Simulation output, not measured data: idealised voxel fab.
process module | voxel transistor to metal
We display cut, a cross-section 265 nm in width whose square cells are each 5 nm.
Throughout this document, each cross-section is represented as a grid of square cells and is presented as a sequence of bands enumerated from the top downward, where a band comprises one or more rows of cells.
Band entry format. Leading values: height of top, height of bottom, nm. Remainder: materials in left-to-right order, each with its width in nm. Special words: "throughout" on a single material, which then fills the band edge to edge; "empty", empty space.
Counting heights begins at 0, where everything beneath is, in the wafer as received, one material. The lowest band has no bottom; it goes on downwards, as "0 and below" shows.
The notation "30->40" denotes a width that varies across the rows of cells in the band, beginning at the first number in the top row, finishing at the second number in the bottom row, and changing by an identical amount from each row to the next.
"nothing was modified" means the step left every cell of the cross-section as it was.
Listed in "Trapped void list": every empty space of 8 or more cells without an open way to the top. Form: width x height at distance, the distance being from the left edge, all in nm.
Heads up: the bit after the settings on a step's line is the simulator's remark on that step.
"overlay nm", when on a step's line for a step with a mask, measures how far to the right of its planned place the mask lay; a negative measure means to the left.
**Planned step list for the process**
- 1: RECEIVE (material Si)
- 2: OXIDIZE (depth nm 5)
- 3: CONFORMAL_DEP (material SiN; thk nm 10)
- 4: DIRECTIONAL_DEP (material aC; thk nm 15)
- 5: PATTERN (tone cover; mask id ACTIVE; material resist; width nm 95; pitch nm 120; thk nm 30; overlay nm 0)
- 6: DIRECTIONAL_ETCH (etch materials aC; depth nm 15)
- 7: STRIP (etch materials resist)
- 8: DIRECTIONAL_ETCH (etch materials SiN; depth nm 10)
- 9: DIRECTIONAL_ETCH (etch materials SiO2; depth nm 5)
- 10: DIRECTIONAL_ETCH (etch materials Si; depth nm 25)
- 11: STRIP (etch materials aC)
- 12: FILL_DEP (material SiO2; thk nm 10)
- 13: CMP (height nm 10)
- 14: SELECTIVE_ETCH (etch materials SiO2; depth nm 10)
- 15: STRIP (etch materials SiN)
- 16: SELECTIVE_ETCH (etch materials SiO2; depth nm 5)
- 17: OXIDIZE (depth nm 5)
- 18: DIRECTIONAL_DEP (material polySi; thk nm 30)
- 19: DIRECTIONAL_DEP (material SiCN; thk nm 15)
- 20: PATTERN (tone cover; mask id GATE; material resist; width nm 25; pitch nm 120; thk nm 20; overlay nm 0)
- 21: DIRECTIONAL_ETCH (etch materials SiCN; depth nm 25)
- 22: DIRECTIONAL_ETCH (etch materials polySi; depth nm 40)
- 23: STRIP (etch materials resist)
- 24: CONFORMAL_DEP (material SiN; thk nm 10)
- 25: DIRECTIONAL_ETCH (etch materials SiN; depth nm 10)
- 26: DIRECTIONAL_ETCH (etch materials SiO2; depth nm 5)
- 27: DIRECTIONAL_ETCH (etch materials Si; depth nm 10)
- 28: EPI (material pSi; thk nm 15)
- 29: FILL_DEP (material SiO2; thk nm 10)
- 30: CMP (height nm 40)
- 31: DIRECTIONAL_DEP (material SiO2; thk nm 15)
- 32: PATTERN (tone open; mask id CONTACT; material resist; width nm 25; pitch nm 60; thk nm 15; overlay nm 0)
- 33: DIRECTIONAL_ETCH (etch materials SiO2; depth nm 60)
- 34: STRIP (etch materials resist)
- 35: CONFORMAL_DEP (material TiN; thk nm 5)
- 36: FILL_DEP (material W; thk nm 5)
- 37: CMP (height nm 55)
- 38: CONFORMAL_DEP (material SiN; thk nm 5)
- 39: DIRECTIONAL_DEP (material lowk; thk nm 20)
- 40: PATTERN (tone open; mask id METAL_1; material resist; width nm 15; thk nm 20; overlay nm 0)
- 41: DIRECTIONAL_ETCH (etch materials lowk; depth nm 20)
- 42: DIRECTIONAL_ETCH (etch materials SiN; depth nm 5)
- 43: STRIP (etch materials resist)
- 44: CONFORMAL_DEP (material TiN; thk nm 5)
- 45: FILL_DEP (material W; thk nm 10)
- 46: CMP (height nm 80)
- 47: CONFORMAL_DEP (material SiCN; thk nm 5)
- 48: DIRECTIONAL_DEP (material SiO2; thk nm 30)
- 49: MASKED_ETCH (tone open; mask id METAL_2; width nm 15; pitch nm 120; etch materials SiO2; depth nm 20; overlay nm 0)
- 50: DIRECTIONAL_DEP (material aC; thk nm 10)
- 51: PATTERN (tone open; mask id METAL_2_HOLES; material resist; width nm 15; pitch nm 120; thk nm 30; overlay nm 0)
- 52: DIRECTIONAL_ETCH (etch materials aC; depth nm 10)
- 53: STRIP (etch materials resist)
- 54: DIRECTIONAL_ETCH (etch materials SiO2; depth nm 10)
- 55: DIRECTIONAL_ETCH (etch materials SiCN; depth nm 5)
- 56: STRIP (etch materials aC)
- 57: CONFORMAL_DEP (material TiN; thk nm 5)
- 58: FILL_DEP (material Cu; thk nm 10)
- 59: CMP (height nm 115)
- 60: CONFORMAL_DEP (material SiN; thk nm 5)
**This is the cross-section of the wafer as we received it, i.e. after step 1**
	0 and below | Si throughout
	Trapped void list: none
**Starting structure and process plan are as shown above, but one mistake was made in running the module; the wafer cross-section at the end of the module follows**
	120 down to 115 | SiN throughout
	115 down to 85 | SiO2 30 nm, TiN 5 nm, Cu 5 nm, TiN 5 nm, SiO2 105 nm, TiN 5 nm, Cu 5 nm, TiN 5 nm, SiO2 100 nm
	85 down to 80 | SiCN 30 nm, TiN 15 nm, SiCN 105 nm, TiN 15 nm, SiCN 100 nm
	80 down to 60 | lowk 30 nm, TiN 5 nm, W 5 nm, TiN 5 nm, lowk 55 nm, TiN 5 nm, W 5 nm, TiN 5 nm, lowk 35 nm, TiN 5 nm, W 5 nm, TiN 5 nm, lowk 55 nm, TiN 5 nm, W 5 nm, TiN 5 nm, lowk 30 nm
	60 down to 55 | SiN 30 nm, TiN 15 nm, SiN 55 nm, TiN 15 nm, SiN 35 nm, TiN 15 nm, SiN 55 nm, TiN 15 nm, SiN 30 nm
	55 down to 45 | SiO2 30 nm, TiN 5 nm, W 15 nm, TiN 5 nm, SiO2 35 nm, TiN 5 nm, W 15 nm, TiN 5 nm, SiO2 35 nm, TiN 5 nm, W 15 nm, TiN 5 nm, SiO2 35 nm, TiN 5 nm, W 15 nm, TiN 5 nm, SiO2 30 nm
	45 down to 40 | SiO2 30 nm, TiN 5 nm, W 10 nm, TiN 10 nm, SiO2 35 nm, TiN 10 nm, W 10 nm, TiN 5 nm, SiO2 35 nm, TiN 5 nm, W 10 nm, TiN 10 nm, SiO2 35 nm, TiN 10 nm, W 10 nm, TiN 5 nm, SiO2 30 nm
	40 down to 25 | SiO2 30 nm, TiN 5 nm, W 10 nm, TiN 5 nm, SiN 10 nm, SiCN 25 nm, SiN 10 nm, TiN 5 nm, W 10 nm, TiN 5 nm, SiO2 35 nm, TiN 5 nm, W 10 nm, TiN 5 nm, SiN 10 nm, SiCN 25 nm, SiN 10 nm, TiN 5 nm, W 10 nm, TiN 5 nm, SiO2 30 nm
	25 down to 10 | SiO2 30 nm, TiN 5 nm, W 10 nm, TiN 5 nm, SiN 10 nm, polySi 25 nm, SiN 10 nm, TiN 5 nm, W 10 nm, TiN 5 nm, SiO2 35 nm, TiN 5 nm, W 10 nm, TiN 5 nm, SiN 10 nm, polySi 25 nm, SiN 10 nm, TiN 5 nm, W 10 nm, TiN 5 nm, SiO2 30 nm
	10 down to 5 | SiO2 30 nm, TiN 20 nm, SiN 10 nm, polySi 25 nm, SiN 10 nm, TiN 20 nm, SiO2 35 nm, TiN 20 nm, SiN 10 nm, polySi 25 nm, SiN 10 nm, TiN 20 nm, SiO2 30 nm
	5 down to -5 | SiO2 30 nm, TiN 5 nm, pSi 15 nm, SiN 10 nm, polySi 25 nm, SiN 10 nm, pSi 15 nm, TiN 5 nm, SiO2 35 nm, TiN 5 nm, pSi 15 nm, SiN 10 nm, polySi 25 nm, SiN 10 nm, pSi 15 nm, TiN 5 nm, SiO2 30 nm
	-5 down to -10 | SiO2 25 nm, pSi 25 nm, SiO2 45 nm, pSi 25 nm, SiO2 25 nm, pSi 25 nm, SiO2 45 nm, pSi 25 nm, SiO2 25 nm
	-10 down to -20 | SiO2 30 nm, pSi 20 nm, Si 45 nm, pSi 20 nm, SiO2 35 nm, pSi 20 nm, Si 45 nm, pSi 20 nm, SiO2 30 nm
	-20 down to -30 | SiO2 30 nm, Si 85 nm, SiO2 35 nm, Si 85 nm, SiO2 30 nm
	-30 and below | Si throughout
	Trapped void list: none
What was done differently from what was planned? step 5 was processed under conditions differing from the plan, specifically as PATTERN (tone cover; mask id ACTIVE; material resist; width nm 85; pitch nm 120; thk nm 30; overlay nm 0)
